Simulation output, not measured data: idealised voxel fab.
The process module that follows is named voxel ribs on slabs.
The cross-section shown here is cut; it is 270 nm wide and divided into square cells measuring 5 nm on a side.
Square cells in a grid make up a cross-section in this document, and the grid is given as bands, listed from the top down, each one or more rows of cells. Look at the band entry: it leads with the top's height and the bottom's height in nm. Then it lists the materials left to right, with a width in nm for each. The word "full width" on a single material says that material fills the band edge to edge. The word "blank" is empty space. Height 0 is the level under which the wafer as received is all one material. The lowest band goes on downwards, as in "0..down". Width: "30->40" (first number = top row, second number = bottom row, same change from row to row of cells). "stayed the same" means the step left every cell of the cross-section as it was. For the entry "Entrapped void list", the listed items are empty spaces with no open way to the top whose size is 8 cells or more; each item follows the pattern width x height at distance, where distance is from the left edge and all three are in nm. after a step's settings: what the simulator itself notes on the step. overlay nm: right-of-plan distance of the mask on a masked step; negative values mean left-of-plan.

**Listed below are the process steps as planned**
1. RECEIVE: material Si
2. DIRECTIONAL_DEP: material SiO2, thk nm 20
3. DIRECTIONAL_DEP: material polySi, thk nm 15
4. MASKED_ETCH: tone cover, mask id RIB, width nm 30, etch materials polySi, depth nm 5, overlay nm 0
5. PATTERN: tone cover, mask id SLAB, material resist, width nm 60, thk nm 15, overlay nm 0
6. DIRECTIONAL_ETCH: etch materials polySi, depth nm 10
7. STRIP: etch materials resist
8. FILL_DEP: material SiO2, thk nm 20
9. CMP: height nm 50
10. DIRECTIONAL_DEP: material W, thk nm 5
11. DIRECTIONAL_DEP: material aC, thk nm 5
12. PATTERN: tone cover, mask id HEATER, material resist, width nm 40, thk nm 25, overlay nm 0
13. DIRECTIONAL_ETCH: etch materials aC, depth nm 10
14. STRIP: etch materials resist
15. DIRECTIONAL_ETCH: etch materials W, depth nm 5
16. STRIP: etch materials aC
17. CONFORMAL_DEP: material SiO2, thk nm 5
The wafers are alike at the start. At step 11, their thk nm differs. The plan lists the first wafer's value.

**first wafer as received, after step 1**
> 0..down: Si full width
> Entrapped void list: none

**End of module, by wafer: material-by-material cell gain (+) or loss (-) since receipt, then closed voids**
thk nm 5; +566 SiO2; +8 W; +30 polySi; Entrapped void list: none
thk nm 10; +566 SiO2; +8 W; +30 polySi; Entrapped void list: none
thk nm 15; +564 SiO2; +54 W; +30 polySi; Entrapped void list: none
thk nm 20; +564 SiO2; +54 W; +30 polySi; Entrapped void list: none
thk nm 25; +564 SiO2; +54 W; +30 polySi; Entrapped void list: none
